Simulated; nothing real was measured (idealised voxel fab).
process module | voxel transistor to metal
cross-section cut | 215 nm wide | cells 5 nm
A cross-section is a grid of square cells, given in bands from the top down. A band is one or more rows of cells.
Each band's line starts with the height of the band's top and of its bottom, in nm. Then come its materials from left to right, each with its width in nm. One material with "throughout" fills the band from edge to edge. "air" is empty space.
Height 0 is the level under which the wafer as received is all one material. The lowest band goes on downwards, as in "0 down".
A width such as "30 to 40" changes by the same amount from each row of cells to the next, from the band's top row to its bottom row.
"no change" after a step means that no cell of the cross-section changed.
closed voids: empty space of 8 cells or more with no open way to the top, each as width x height at its distance from the left edge, in nm
after a step's settings: what the simulator itself notes on the step
overlay nm, on a step with a mask: how far to the right of its planned place the mask lay; to the left if negative
plan
1 op RECEIVE | material Si
2 op CONFORMAL_DEP | material SiO2 | thk nm 5
3 op CONFORMAL_DEP | material SiN | thk nm 10
4 op DIRECTIONAL_DEP | material aC | thk nm 15
5 op PATTERN | tone cover | mask id ACTIVE | material resist | width nm 115 | thk nm 30 | overlay nm 0
6 op DIRECTIONAL_ETCH | etch materials aC | depth nm 15
7 op STRIP | etch materials resist
8 op DIRECTIONAL_ETCH | etch materials SiN | depth nm 10
9 op DIRECTIONAL_ETCH | etch materials SiO2 | depth nm 5
10 op DIRECTIONAL_ETCH | etch materials Si | depth nm 30
11 op STRIP | etch materials aC
12 op FILL_DEP | material SiO2 | thk nm 10
13 op CMP | height nm 15
14 op SELECTIVE_ETCH | etch materials SiO2 | depth nm 5
15 op STRIP | etch materials SiN
16 op SELECTIVE_ETCH | etch materials SiO2 | depth nm 5
17 op OXIDIZE | depth nm 5
18 op DIRECTIONAL_DEP | material polySi | thk nm 30
19 op DIRECTIONAL_DEP | material SiCN | thk nm 15
20 op MASKED_ETCH | tone cover | mask id GATE | width nm 35 | etch materials SiCN | depth nm 25 | overlay nm 0
21 op MASKED_ETCH | tone cover | mask id GATE | width nm 35 | etch materials polySi | depth nm 40 | overlay nm 0
22 op CONFORMAL_DEP | material SiO2 | thk nm 5
23 op DIRECTIONAL_ETCH | etch materials SiO2 | depth nm 5
24 op CONFORMAL_DEP | material SiN | thk nm 5
25 op DIRECTIONAL_ETCH | etch materials SiN | depth nm 5
26 op DIRECTIONAL_ETCH | etch materials SiO2 | depth nm 5
27 op DIRECTIONAL_ETCH | etch materials Si | depth nm 15
28 op EPI | material pSi | thk nm 20
29 op FILL_DEP | material SiO2 | thk nm 5
30 op CMP | height nm 30
31 op STRIP | etch materials polySi
32 op SELECTIVE_ETCH | etch materials SiO2 | depth nm 5
33 op CONFORMAL_DEP | material HfO2 | thk nm 5
34 op CONFORMAL_DEP | material TiN | thk nm 5
35 op FILL_DEP | material W | thk nm 5
36 op CMP | height nm 25
37 op DIRECTIONAL_DEP | material SiO2 | thk nm 10
38 op MASKED_ETCH | tone open | mask id CONTACT | width nm 20 | pitch nm 85 | etch materials SiO2 | depth nm 20 | overlay nm 0
39 op CONFORMAL_DEP | material TiN | thk nm 5
40 op FILL_DEP | material W | thk nm 5
41 op CMP | height nm 35
42 op DIRECTIONAL_DEP | material TiN | thk nm 5
43 op DIRECTIONAL_DEP | material W | thk nm 15
44 op MASKED_ETCH | tone cover | mask id METAL_1 | width nm 20 | pitch nm 85 | etch materials W | depth nm 15 | overlay nm 0
45 op MASKED_ETCH | tone cover | mask id METAL_1 | width nm 20 | pitch nm 85 | etch materials TiN | depth nm 5 | overlay nm 0
46 op FILL_DEP | material SiO2 | thk nm 5
47 op CMP | height nm 55
48 op CONFORMAL_DEP | material SiN | thk nm 5
first wafer, as planned
as received, after step 1
  0 down: Si throughout
  closed voids: none
after step 2
  5 to 0: SiO2 throughout
  below 0: unchanged
after step 3
  15 to 5: SiN throughout
  below 5: unchanged
after step 4
  30 to 15: aC throughout
  below 15: unchanged
after step 5
  60 to 30: air 50 | resist 115 | air 50
  below 30: unchanged
after step 6
  45 to 30: air 50 | resist 115 | air 50
  30 to 15: air 50 | aC 115 | air 50
  below 15: unchanged
after step 7
  30 to 15: air 50 | aC 115 | air 50
  below 15: unchanged
after step 8
  30 to 15: air 50 | aC 115 | air 50
  15 to 5: air 50 | SiN 115 | air 50
  below 5: unchanged
after step 9
  30 to 15: air 50 | aC 115 | air 50
  15 to 5: air 50 | SiN 115 | air 50
  5 to 0: air 50 | SiO2 115 | air 50
  below 0: unchanged
after step 10
  30 to 15: air 50 | aC 115 | air 50
  15 to 5: air 50 | SiN 115 | air 50
  5 to 0: air 50 | SiO2 115 | air 50
  0 to -30: air 50 | Si 115 | air 50
  below -30: unchanged
after step 11
  15 to 5: air 50 | SiN 115 | air 50
  below 5: unchanged
after step 12
  25 to 15: SiO2 throughout
  15 to 5: SiO2 50 | SiN 115 | SiO2 50
  5 to 0: SiO2 throughout
  0 to -30: SiO2 50 | Si 115 | SiO2 50
  below -30: unchanged
after step 13
  15 to 5: SiO2 50 | SiN 115 | SiO2 50
  below 5: unchanged
after step 14
  15 to 10: air 50 | SiN 115 | air 50
  below 10: unchanged
after step 15
  10 to 5: SiO2 50 | air 115 | SiO2 50
  below 5: unchanged
after step 16
  5 to 0: SiO2 45 | air 125 | SiO2 45
  below 0: unchanged
after step 17
  5 to 0: SiO2 45 | air 125 | SiO2 45
  0 to -5: SiO2 throughout
  below -5: unchanged
after step 18
  35 to 30: polySi 45 | air 125 | polySi 45
  30 to 5: polySi throughout
  5 to 0: SiO2 45 | polySi 125 | SiO2 45
  below 0: unchanged
after step 19
  50 to 45: SiCN 45 | air 125 | SiCN 45
  45 to 35: SiCN throughout
  35 to 30: polySi 45 | SiCN 125 | polySi 45
  below 30: unchanged
after step 20
  45 to 35: air 90 | SiCN 35 | air 90
  35 to 30: polySi 45 | air 45 | SiCN 35 | air 45 | polySi 45
  below 30: unchanged
after step 21
  45 to 30: air 90 | SiCN 35 | air 90
  30 to 5: air 90 | polySi 35 | air 90
  5 to 0: SiO2 45 | air 45 | polySi 35 | air 45 | SiO2 45
  below 0: unchanged
after step 22
  50 to 45: air 85 | SiO2 45 | air 85
  45 to 30: air 85 | SiO2 5 | SiCN 35 | SiO2 5 | air 85
  30 to 10: air 85 | SiO2 5 | polySi 35 | SiO2 5 | air 85
  10 to 5: SiO2 50 | air 35 | SiO2 5 | polySi 35 | SiO2 5 | air 35 | SiO2 50
  5 to 0: SiO2 90 | polySi 35 | SiO2 90
  below 0: unchanged
after step 23
  45 to 30: air 85 | SiO2 5 | SiCN 35 | SiO2 5 | air 85
  30 to 5: air 85 | SiO2 5 | polySi 35 | SiO2 5 | air 85
  5 to 0: SiO2 50 | air 35 | SiO2 5 | polySi 35 | SiO2 5 | air 35 | SiO2 50
  below 0: unchanged
after step 24
  50 to 45: air 80 | SiN 55 | air 80
  45 to 30: air 80 | SiN 5 | SiO2 5 | SiCN 35 | SiO2 5 | SiN 5 | air 80
  30 to 10: air 80 | SiN 5 | SiO2 5 | polySi 35 | SiO2 5 | SiN 5 | air 80
  10 to 5: SiN 55 | air 25 | SiN 5 | SiO2 5 | polySi 35 | SiO2 5 | SiN 5 | air 25 | SiN 55
  5 to 0: SiO2 50 | SiN 35 | SiO2 5 | polySi 35 | SiO2 5 | SiN 35 | SiO2 50
  below 0: unchanged
after step 25
  45 to 30: air 80 | SiN 5 | SiO2 5 | SiCN 35 | SiO2 5 | SiN 5 | air 80
  30 to 5: air 80 | SiN 5 | SiO2 5 | polySi 35 | SiO2 5 | SiN 5 | air 80
  5 to 0: SiO2 50 | SiN 5 | air 25 | SiN 5 | SiO2 5 | polySi 35 | SiO2 5 | SiN 5 | air 25 | SiN 5 | SiO2 50
  below 0: unchanged
after step 26
  45 to 40: air 80 | SiN 5 | air 5 | SiCN 35 | air 5 | SiN 5 | air 80
  40 to 30: air 80 | SiN 5 | SiO2 5 | SiCN 35 | SiO2 5 | SiN 5 | air 80
  30 to 5: air 80 | SiN 5 | SiO2 5 | polySi 35 | SiO2 5 | SiN 5 | air 80
  5 to 0: air 50 | SiN 5 | air 25 | SiN 5 | SiO2 5 | polySi 35 | SiO2 5 | SiN 5 | air 25 | SiN 5 | air 50
  0 to -5: SiO2 55 | air 25 | SiO2 55 | air 25 | SiO2 55
  below -5: unchanged
after step 27
  45 to 40: air 80 | SiN 5 | air 5 | SiCN 35 | air 5 | SiN 5 | air 80
  40 to 30: air 80 | SiN 5 | SiO2 5 | SiCN 35 | SiO2 5 | SiN 5 | air 80
  30 to 5: air 80 | SiN 5 | SiO2 5 | polySi 35 | SiO2 5 | SiN 5 | air 80
  5 to 0: air 50 | SiN 5 | air 25 | SiN 5 | SiO2 5 | polySi 35 | SiO2 5 | SiN 5 | air 25 | SiN 5 | air 50
  0 to -5: SiO2 55 | air 25 | SiO2 55 | air 25 | SiO2 55
  -5 to -20: SiO2 50 | Si 5 | air 25 | Si 55 | air 25 | Si 5 | SiO2 50
  below -20: unchanged
after step 28
  45 to 40: air 80 | SiN 5 | air 5 | SiCN 35 | air 5 | SiN 5 | air 80
  40 to 30: air 80 | SiN 5 | SiO2 5 | SiCN 35 | SiO2 5 | SiN 5 | air 80
  30 to 15: air 80 | SiN 5 | SiO2 5 | polySi 35 | SiO2 5 | SiN 5 | air 80
  15 to 5: air 45 | pSi 35 | SiN 5 | SiO2 5 | polySi 35 | SiO2 5 | SiN 5 | pSi 35 | air 45
  5 to 0: air 45 | pSi 5 | SiN 5 | pSi 25 | SiN 5 | SiO2 5 | polySi 35 | SiO2 5 | SiN 5 | pSi 25 | SiN 5 | pSi 5 | air 45
  0 to -5: SiO2 55 | pSi 25 | SiO2 55 | pSi 25 | SiO2 55
  -5 to -20: SiO2 50 | Si 5 | pSi 25 | Si 55 | pSi 25 | Si 5 | SiO2 50
  below -20: unchanged
after step 29
  50 to 45: SiO2 throughout
  45 to 30: SiO2 80 | SiN 5 | SiO2 5 | SiCN 35 | SiO2 5 | SiN 5 | SiO2 80
  30 to 15: SiO2 80 | SiN 5 | SiO2 5 | polySi 35 | SiO2 5 | SiN 5 | SiO2 80
  15 to 5: SiO2 45 | pSi 35 | SiN 5 | SiO2 5 | polySi 35 | SiO2 5 | SiN 5 | pSi 35 | SiO2 45
  5 to 0: SiO2 45 | pSi 5 | SiN 5 | pSi 25 | SiN 5 | SiO2 5 | polySi 35 | SiO2 5 | SiN 5 | pSi 25 | SiN 5 | pSi 5 | SiO2 45
  below 0: unchanged
after step 30
  30 to 15: SiO2 80 | SiN 5 | SiO2 5 | polySi 35 | SiO2 5 | SiN 5 | SiO2 80
  below 15: unchanged
after step 31
  30 to 15: SiO2 80 | SiN 5 | SiO2 5 | air 35 | SiO2 5 | SiN 5 | SiO2 80
  15 to 5: SiO2 45 | pSi 35 | SiN 5 | SiO2 5 | air 35 | SiO2 5 | SiN 5 | pSi 35 | SiO2 45
  5 to 0: SiO2 45 | pSi 5 | SiN 5 | pSi 25 | SiN 5 | SiO2 5 | air 35 | SiO2 5 | SiN 5 | pSi 25 | SiN 5 | pSi 5 | SiO2 45
  below 0: unchanged
after step 32
  30 to 25: air 80 | SiN 5 | air 45 | SiN 5 | air 80
  25 to 15: SiO2 80 | SiN 5 | air 45 | SiN 5 | SiO2 80
  15 to 5: SiO2 45 | pSi 35 | SiN 5 | air 45 | SiN 5 | pSi 35 | SiO2 45
  5 to 0: SiO2 45 | pSi 5 | SiN 5 | pSi 25 | SiN 5 | air 45 | SiN 5 | pSi 25 | SiN 5 | pSi 5 | SiO2 45
  0 to -5: SiO2 55 | pSi 25 | SiO2 5 | air 45 | SiO2 5 | pSi 25 | SiO2 55
  below -5: unchanged
after step 33
  35 to 30: air 75 | HfO2 15 | air 35 | HfO2 15 | air 75
  30 to 25: HfO2 80 | SiN 5 | HfO2 5 | air 35 | HfO2 5 | SiN 5 | HfO2 80
  25 to 15: SiO2 80 | SiN 5 | HfO2 5 | air 35 | HfO2 5 | SiN 5 | SiO2 80
  15 to 5: SiO2 45 | pSi 35 | SiN 5 | HfO2 5 | air 35 | HfO2 5 | SiN 5 | pSi 35 | SiO2 45
  5 to 0: SiO2 45 | pSi 5 | SiN 5 | pSi 25 | SiN 5 | HfO2 5 | air 35 | HfO2 5 | SiN 5 | pSi 25 | SiN 5 | pSi 5 | SiO2 45
  0 to -5: SiO2 55 | pSi 25 | SiO2 5 | HfO2 45 | SiO2 5 | pSi 25 | SiO2 55
  below -5: unchanged
after step 34
  40 to 35: air 70 | TiN 25 | air 25 | TiN 25 | air 70
  35 to 30: TiN 75 | HfO2 15 | TiN 5 | air 25 | TiN 5 | HfO2 15 | TiN 75
  30 to 25: HfO2 80 | SiN 5 | HfO2 5 | TiN 5 | air 25 | TiN 5 | HfO2 5 | SiN 5 | HfO2 80
  25 to 15: SiO2 80 | SiN 5 | HfO2 5 | TiN 5 | air 25 | TiN 5 | HfO2 5 | SiN 5 | SiO2 80
  15 to 5: SiO2 45 | pSi 35 | SiN 5 | HfO2 5 | TiN 5 | air 25 | TiN 5 | HfO2 5 | SiN 5 | pSi 35 | SiO2 45
  5 to 0: SiO2 45 | pSi 5 | SiN 5 | pSi 25 | SiN 5 | HfO2 5 | TiN 35 | HfO2 5 | SiN 5 | pSi 25 | SiN 5 | pSi 5 | SiO2 45
  below 0: unchanged
after step 35
  45 to 40: W throughout
  40 to 35: W 70 | TiN 25 | W 25 | TiN 25 | W 70
  35 to 30: TiN 75 | HfO2 15 | TiN 5 | W 25 | TiN 5 | HfO2 15 | TiN 75
  30 to 25: HfO2 80 | SiN 5 | HfO2 5 | TiN 5 | W 25 | TiN 5 | HfO2 5 | SiN 5 | HfO2 80
  25 to 15: SiO2 80 | SiN 5 | HfO2 5 | TiN 5 | W 25 | TiN 5 | HfO2 5 | SiN 5 | SiO2 80
  15 to 5: SiO2 45 | pSi 35 | SiN 5 | HfO2 5 | TiN 5 | W 25 | TiN 5 | HfO2 5 | SiN 5 | pSi 35 | SiO2 45
  below 5: unchanged
after step 36
  25 to 15: SiO2 80 | SiN 5 | HfO2 5 | TiN 5 | W 25 | TiN 5 | HfO2 5 | SiN 5 | SiO2 80
  below 15: unchanged
after step 37
  35 to 25: SiO2 throughout
  below 25: unchanged
after step 38
  35 to 25: SiO2 55 | air 20 | SiO2 65 | air 20 | SiO2 55
  25 to 15: SiO2 55 | air 20 | SiO2 5 | SiN 5 | HfO2 5 | TiN 5 | W 25 | TiN 5 | HfO2 5 | SiN 5 | SiO2 5 | air 20 | SiO2 55
  below 15: unchanged
after step 39
  40 to 35: TiN 60 | air 10 | TiN 75 | air 10 | TiN 60
  35 to 25: SiO2 55 | TiN 5 | air 10 | TiN 5 | SiO2 65 | TiN 5 | air 10 | TiN 5 | SiO2 55
  25 to 20: SiO2 55 | TiN 5 | air 10 | TiN 5 | SiO2 5 | SiN 5 | HfO2 5 | TiN 5 | W 25 | TiN 5 | HfO2 5 | SiN 5 | SiO2 5 | TiN 5 | air 10 | TiN 5 | SiO2 55
  20 to 15: SiO2 55 | TiN 20 | SiO2 5 | SiN 5 | HfO2 5 | TiN 5 | W 25 | TiN 5 | HfO2 5 | SiN 5 | SiO2 5 | TiN 20 | SiO2 55
  below 15: unchanged
after step 40
  45 to 40: W throughout
  40 to 35: TiN 60 | W 10 | TiN 75 | W 10 | TiN 60
  35 to 25: SiO2 55 | TiN 5 | W 10 | TiN 5 | SiO2 65 | TiN 5 | W 10 | TiN 5 | SiO2 55
  25 to 20: SiO2 55 | TiN 5 | W 10 | TiN 5 | SiO2 5 | SiN 5 | HfO2 5 | TiN 5 | W 25 | TiN 5 | HfO2 5 | SiN 5 | SiO2 5 | TiN 5 | W 10 | TiN 5 | SiO2 55
  below 20: unchanged
after step 41
  35 to 25: SiO2 55 | TiN 5 | W 10 | TiN 5 | SiO2 65 | TiN 5 | W 10 | TiN 5 | SiO2 55
  below 25: unchanged
after step 42
  40 to 35: TiN throughout
  below 35: unchanged
after step 43
  55 to 40: W throughout
  below 40: unchanged
after step 44
  55 to 40: air 55 | W 20 | air 65 | W 20 | air 55
  below 40: unchanged
after step 45
  55 to 40: air 55 | W 20 | air 65 | W 20 | air 55
  40 to 35: air 55 | TiN 20 | air 65 | TiN 20 | air 55
  below 35: unchanged
after step 46
  60 to 55: SiO2 throughout
  55 to 40: SiO2 55 | W 20 | SiO2 65 | W 20 | SiO2 55
  40 to 35: SiO2 55 | TiN 20 | SiO2 65 | TiN 20 | SiO2 55
  below 35: unchanged
after step 47
  55 to 40: SiO2 55 | W 20 | SiO2 65 | W 20 | SiO2 55
  below 40: unchanged
after step 48
  60 to 55: SiN throughout
  below 55: unchanged
second wafer: like start, like plan, one mistake. Through step 4 it matches the first wafer
when step 5 should have ended
  60 to 30: air 55 | resist 115 | air 45
  below 30: unchanged
when step 6 should have ended
  45 to 30: air 55 | resist 115 | air 45
  30 to 15: air 55 | aC 115 | air 45
  below 15: unchanged
when step 7 should have ended
  30 to 15: air 55 | aC 115 | air 45
  below 15: unchanged
when step 8 should have ended
  30 to 15: air 55 | aC 115 | air 45
  15 to 5: air 55 | SiN 115 | air 45
  below 5: unchanged
when step 9 should have ended
  30 to 15: air 55 | aC 115 | air 45
  15 to 5: air 55 | SiN 115 | air 45
  5 to 0: air 55 | SiO2 115 | air 45
  below 0: unchanged
when step 10 should have ended
  30 to 15: air 55 | aC 115 | air 45
  15 to 5: air 55 | SiN 115 | air 45
  5 to 0: air 55 | SiO2 115 | air 45
  0 to -30: air 55 | Si 115 | air 45
  below -30: unchanged
when step 11 should have ended
  15 to 5: air 55 | SiN 115 | air 45
  below 5: unchanged
when step 12 should have ended
  25 to 15: SiO2 throughout
  15 to 5: SiO2 55 | SiN 115 | SiO2 45
  5 to 0: SiO2 throughout
  0 to -30: SiO2 55 | Si 115 | SiO2 45
  below -30: unchanged
when step 13 should have ended
  15 to 5: SiO2 55 | SiN 115 | SiO2 45
  below 5: unchanged
when step 14 should have ended
  15 to 10: air 55 | SiN 115 | air 45
  below 10: unchanged
when step 15 should have ended
  10 to 5: SiO2 55 | air 115 | SiO2 45
  below 5: unchanged
when step 16 should have ended
  5 to 0: SiO2 50 | air 125 | SiO2 40
  below 0: unchanged
when step 17 should have ended
  5 to 0: SiO2 50 | air 125 | SiO2 40
  0 to -5: SiO2 throughout
  below -5: unchanged
when step 18 should have ended
  35 to 30: polySi 50 | air 125 | polySi 40
  30 to 5: polySi throughout
  5 to 0: SiO2 50 | polySi 125 | SiO2 40
  below 0: unchanged
when step 19 should have ended
  50 to 45: SiCN 50 | air 125 | SiCN 40
  45 to 35: SiCN throughout
  35 to 30: polySi 50 | SiCN 125 | polySi 40
  below 30: unchanged
when step 20 should have ended
  45 to 35: air 90 | SiCN 35 | air 90
  35 to 30: polySi 50 | air 40 | SiCN 35 | air 50 | polySi 40
  below 30: unchanged
when step 21 should have ended
  45 to 30: air 90 | SiCN 35 | air 90
  30 to 5: air 90 | polySi 35 | air 90
  5 to 0: SiO2 50 | air 40 | polySi 35 | air 50 | SiO2 40
  below 0: unchanged
when step 22 should have ended
  50 to 45: air 85 | SiO2 45 | air 85
  45 to 30: air 85 | SiO2 5 | SiCN 35 | SiO2 5 | air 85
  30 to 10: air 85 | SiO2 5 | polySi 35 | SiO2 5 | air 85
  10 to 5: SiO2 55 | air 30 | SiO2 5 | polySi 35 | SiO2 5 | air 40 | SiO2 45
  5 to 0: SiO2 90 | polySi 35 | SiO2 90
  below 0: unchanged
when step 23 should have ended
  45 to 30: air 85 | SiO2 5 | SiCN 35 | SiO2 5 | air 85
  30 to 5: air 85 | SiO2 5 | polySi 35 | SiO2 5 | air 85
  5 to 0: SiO2 55 | air 30 | SiO2 5 | polySi 35 | SiO2 5 | air 40 | SiO2 45
  below 0: unchanged
when step 24 should have ended
  50 to 45: air 80 | SiN 55 | air 80
  45 to 30: air 80 | SiN 5 | SiO2 5 | SiCN 35 | SiO2 5 | SiN 5 | air 80
  30 to 10: air 80 | SiN 5 | SiO2 5 | polySi 35 | SiO2 5 | SiN 5 | air 80
  10 to 5: SiN 60 | air 20 | SiN 5 | SiO2 5 | polySi 35 | SiO2 5 | SiN 5 | air 30 | SiN 50
  5 to 0: SiO2 55 | SiN 30 | SiO2 5 | polySi 35 | SiO2 5 | SiN 40 | SiO2 45
  below 0: unchanged
when step 25 should have ended
  45 to 30: air 80 | SiN 5 | SiO2 5 | SiCN 35 | SiO2 5 | SiN 5 | air 80
  30 to 5: air 80 | SiN 5 | SiO2 5 | polySi 35 | SiO2 5 | SiN 5 | air 80
  5 to 0: SiO2 55 | SiN 5 | air 20 | SiN 5 | SiO2 5 | polySi 35 | SiO2 5 | SiN 5 | air 30 | SiN 5 | SiO2 45
  below 0: unchanged
when step 26 should have ended
  45 to 40: air 80 | SiN 5 | air 5 | SiCN 35 | air 5 | SiN 5 | air 80
  40 to 30: air 80 | SiN 5 | SiO2 5 | SiCN 35 | SiO2 5 | SiN 5 | air 80
  30 to 5: air 80 | SiN 5 | SiO2 5 | polySi 35 | SiO2 5 | SiN 5 | air 80
  5 to 0: air 55 | SiN 5 | air 20 | SiN 5 | SiO2 5 | polySi 35 | SiO2 5 | SiN 5 | air 30 | SiN 5 | air 45
  0 to -5: SiO2 60 | air 20 | SiO2 55 | air 30 | SiO2 50
  below -5: unchanged
when step 27 should have ended
  45 to 40: air 80 | SiN 5 | air 5 | SiCN 35 | air 5 | SiN 5 | air 80
  40 to 30: air 80 | SiN 5 | SiO2 5 | SiCN 35 | SiO2 5 | SiN 5 | air 80
  30 to 5: air 80 | SiN 5 | SiO2 5 | polySi 35 | SiO2 5 | SiN 5 | air 80
  5 to 0: air 55 | SiN 5 | air 20 | SiN 5 | SiO2 5 | polySi 35 | SiO2 5 | SiN 5 | air 30 | SiN 5 | air 45
  0 to -5: SiO2 60 | air 20 | SiO2 55 | air 30 | SiO2 50
  -5 to -20: SiO2 55 | Si 5 | air 20 | Si 55 | air 30 | Si 5 | SiO2 45
  below -20: unchanged
when step 28 should have ended
  45 to 40: air 80 | SiN 5 | air 5 | SiCN 35 | air 5 | SiN 5 | air 80
  40 to 30: air 80 | SiN 5 | SiO2 5 | SiCN 35 | SiO2 5 | SiN 5 | air 80
  30 to 15: air 80 | SiN 5 | SiO2 5 | polySi 35 | SiO2 5 | SiN 5 | air 80
  15 to 5: air 50 | pSi 30 | SiN 5 | SiO2 5 | polySi 35 | SiO2 5 | SiN 5 | pSi 40 | air 40
  5 to 0: air 50 | pSi 5 | SiN 5 | pSi 20 | SiN 5 | SiO2 5 | polySi 35 | SiO2 5 | SiN 5 | pSi 30 | SiN 5 | pSi 5 | air 40
  0 to -5: SiO2 60 | pSi 20 | SiO2 55 | pSi 30 | SiO2 50
  -5 to -20: SiO2 55 | Si 5 | pSi 20 | Si 55 | pSi 30 | Si 5 | SiO2 45
  below -20: unchanged
when step 29 should have ended
  50 to 45: SiO2 throughout
  45 to 30: SiO2 80 | SiN 5 | SiO2 5 | SiCN 35 | SiO2 5 | SiN 5 | SiO2 80
  30 to 15: SiO2 80 | SiN 5 | SiO2 5 | polySi 35 | SiO2 5 | SiN 5 | SiO2 80
  15 to 5: SiO2 50 | pSi 30 | SiN 5 | SiO2 5 | polySi 35 | SiO2 5 | SiN 5 | pSi 40 | SiO2 40
  5 to 0: SiO2 50 | pSi 5 | SiN 5 | pSi 20 | SiN 5 | SiO2 5 | polySi 35 | SiO2 5 | SiN 5 | pSi 30 | SiN 5 | pSi 5 | SiO2 40
  below 0: unchanged
when step 30 should have ended
  30 to 15: SiO2 80 | SiN 5 | SiO2 5 | polySi 35 | SiO2 5 | SiN 5 | SiO2 80
  below 15: unchanged
when step 31 should have ended
  30 to 15: SiO2 80 | SiN 5 | SiO2 5 | air 35 | SiO2 5 | SiN 5 | SiO2 80
  15 to 5: SiO2 50 | pSi 30 | SiN 5 | SiO2 5 | air 35 | SiO2 5 | SiN 5 | pSi 40 | SiO2 40
  5 to 0: SiO2 50 | pSi 5 | SiN 5 | pSi 20 | SiN 5 | SiO2 5 | air 35 | SiO2 5 | SiN 5 | pSi 30 | SiN 5 | pSi 5 | SiO2 40
  below 0: unchanged
when step 32 should have ended
  30 to 25: air 80 | SiN 5 | air 45 | SiN 5 | air 80
  25 to 15: SiO2 80 | SiN 5 | air 45 | SiN 5 | SiO2 80
  15 to 5: SiO2 50 | pSi 30 | SiN 5 | air 45 | SiN 5 | pSi 40 | SiO2 40
  5 to 0: SiO2 50 | pSi 5 | SiN 5 | pSi 20 | SiN 5 | air 45 | SiN 5 | pSi 30 | SiN 5 | pSi 5 | SiO2 40
  0 to -5: SiO2 60 | pSi 20 | SiO2 5 | air 45 | SiO2 5 | pSi 30 | SiO2 50
  below -5: unchanged
when step 33 should have ended
  35 to 30: air 75 | HfO2 15 | air 35 | HfO2 15 | air 75
  30 to 25: HfO2 80 | SiN 5 | HfO2 5 | air 35 | HfO2 5 | SiN 5 | HfO2 80
  25 to 15: SiO2 80 | SiN 5 | HfO2 5 | air 35 | HfO2 5 | SiN 5 | SiO2 80
  15 to 5: SiO2 50 | pSi 30 | SiN 5 | HfO2 5 | air 35 | HfO2 5 | SiN 5 | pSi 40 | SiO2 40
  5 to 0: SiO2 50 | pSi 5 | SiN 5 | pSi 20 | SiN 5 | HfO2 5 | air 35 | HfO2 5 | SiN 5 | pSi 30 | SiN 5 | pSi 5 | SiO2 40
  0 to -5: SiO2 60 | pSi 20 | SiO2 5 | HfO2 45 | SiO2 5 | pSi 30 | SiO2 50
  below -5: unchanged
when step 34 should have ended
  40 to 35: air 70 | TiN 25 | air 25 | TiN 25 | air 70
  35 to 30: TiN 75 | HfO2 15 | TiN 5 | air 25 | TiN 5 | HfO2 15 | TiN 75
  30 to 25: HfO2 80 | SiN 5 | HfO2 5 | TiN 5 | air 25 | TiN 5 | HfO2 5 | SiN 5 | HfO2 80
  25 to 15: SiO2 80 | SiN 5 | HfO2 5 | TiN 5 | air 25 | TiN 5 | HfO2 5 | SiN 5 | SiO2 80
  15 to 5: SiO2 50 | pSi 30 | SiN 5 | HfO2 5 | TiN 5 | air 25 | TiN 5 | HfO2 5 | SiN 5 | pSi 40 | SiO2 40
  5 to 0: SiO2 50 | pSi 5 | SiN 5 | pSi 20 | SiN 5 | HfO2 5 | TiN 35 | HfO2 5 | SiN 5 | pSi 30 | SiN 5 | pSi 5 | SiO2 40
  below 0: unchanged
when step 35 should have ended
  45 to 40: W throughout
  40 to 35: W 70 | TiN 25 | W 25 | TiN 25 | W 70
  35 to 30: TiN 75 | HfO2 15 | TiN 5 | W 25 | TiN 5 | HfO2 15 | TiN 75
  30 to 25: HfO2 80 | SiN 5 | HfO2 5 | TiN 5 | W 25 | TiN 5 | HfO2 5 | SiN 5 | HfO2 80
  25 to 15: SiO2 80 | SiN 5 | HfO2 5 | TiN 5 | W 25 | TiN 5 | HfO2 5 | SiN 5 | SiO2 80
  15 to 5: SiO2 50 | pSi 30 | SiN 5 | HfO2 5 | TiN 5 | W 25 | TiN 5 | HfO2 5 | SiN 5 | pSi 40 | SiO2 40
  below 5: unchanged
when step 36 should have ended
  25 to 15: SiO2 80 | SiN 5 | HfO2 5 | TiN 5 | W 25 | TiN 5 | HfO2 5 | SiN 5 | SiO2 80
  below 15: unchanged
when step 37 should have ended
  35 to 25: SiO2 throughout
  below 25: unchanged
when step 38 should have ended
  35 to 25: SiO2 55 | air 20 | SiO2 65 | air 20 | SiO2 55
  25 to 15: SiO2 55 | air 20 | SiO2 5 | SiN 5 | HfO2 5 | TiN 5 | W 25 | TiN 5 | HfO2 5 | SiN 5 | SiO2 5 | air 20 | SiO2 55
  below 15: unchanged
when step 39 should have ended
  40 to 35: TiN 60 | air 10 | TiN 75 | air 10 | TiN 60
  35 to 25: SiO2 55 | TiN 5 | air 10 | TiN 5 | SiO2 65 | TiN 5 | air 10 | TiN 5 | SiO2 55
  25 to 20: SiO2 55 | TiN 5 | air 10 | TiN 5 | SiO2 5 | SiN 5 | HfO2 5 | TiN 5 | W 25 | TiN 5 | HfO2 5 | SiN 5 | SiO2 5 | TiN 5 | air 10 | TiN 5 | SiO2 55
  20 to 15: SiO2 55 | TiN 20 | SiO2 5 | SiN 5 | HfO2 5 | TiN 5 | W 25 | TiN 5 | HfO2 5 | SiN 5 | SiO2 5 | TiN 20 | SiO2 55
  below 15: unchanged
when step 40 should have ended
  45 to 40: W throughout
  40 to 35: TiN 60 | W 10 | TiN 75 | W 10 | TiN 60
  35 to 25: SiO2 55 | TiN 5 | W 10 | TiN 5 | SiO2 65 | TiN 5 | W 10 | TiN 5 | SiO2 55
  25 to 20: SiO2 55 | TiN 5 | W 10 | TiN 5 | SiO2 5 | SiN 5 | HfO2 5 | TiN 5 | W 25 | TiN 5 | HfO2 5 | SiN 5 | SiO2 5 | TiN 5 | W 10 | TiN 5 | SiO2 55
  below 20: unchanged
when step 41 should have ended
  35 to 25: SiO2 55 | TiN 5 | W 10 | TiN 5 | SiO2 65 | TiN 5 | W 10 | TiN 5 | SiO2 55
  below 25: unchanged
when step 42 should have ended
  40 to 35: TiN throughout
  below 35: unchanged
when step 43 should have ended
  55 to 40: W throughout
  below 40: unchanged
when step 44 should have ended
  55 to 40: air 55 | W 20 | air 65 | W 20 | air 55
  below 40: unchanged
when step 45 should have ended
  55 to 40: air 55 | W 20 | air 65 | W 20 | air 55
  40 to 35: air 55 | TiN 20 | air 65 | TiN 20 | air 55
  below 35: unchanged
when step 46 should have ended
  60 to 55: SiO2 throughout
  55 to 40: SiO2 55 | W 20 | SiO2 65 | W 20 | SiO2 55
  40 to 35: SiO2 55 | TiN 20 | SiO2 65 | TiN 20 | SiO2 55
  below 35: unchanged
when step 47 should have ended
  55 to 40: SiO2 55 | W 20 | SiO2 65 | W 20 | SiO2 55
  below 40: unchanged
when step 48 should have ended
  60 to 55: SiN throughout
  below 55: unchanged
what went wrong: step 5 ran as: op PATTERN | tone cover | mask id ACTIVE | material resist | width nm 115 | thk nm 30 | overlay nm 5
at the end the second wafer has, in cells: as many of each material as the first, in other places
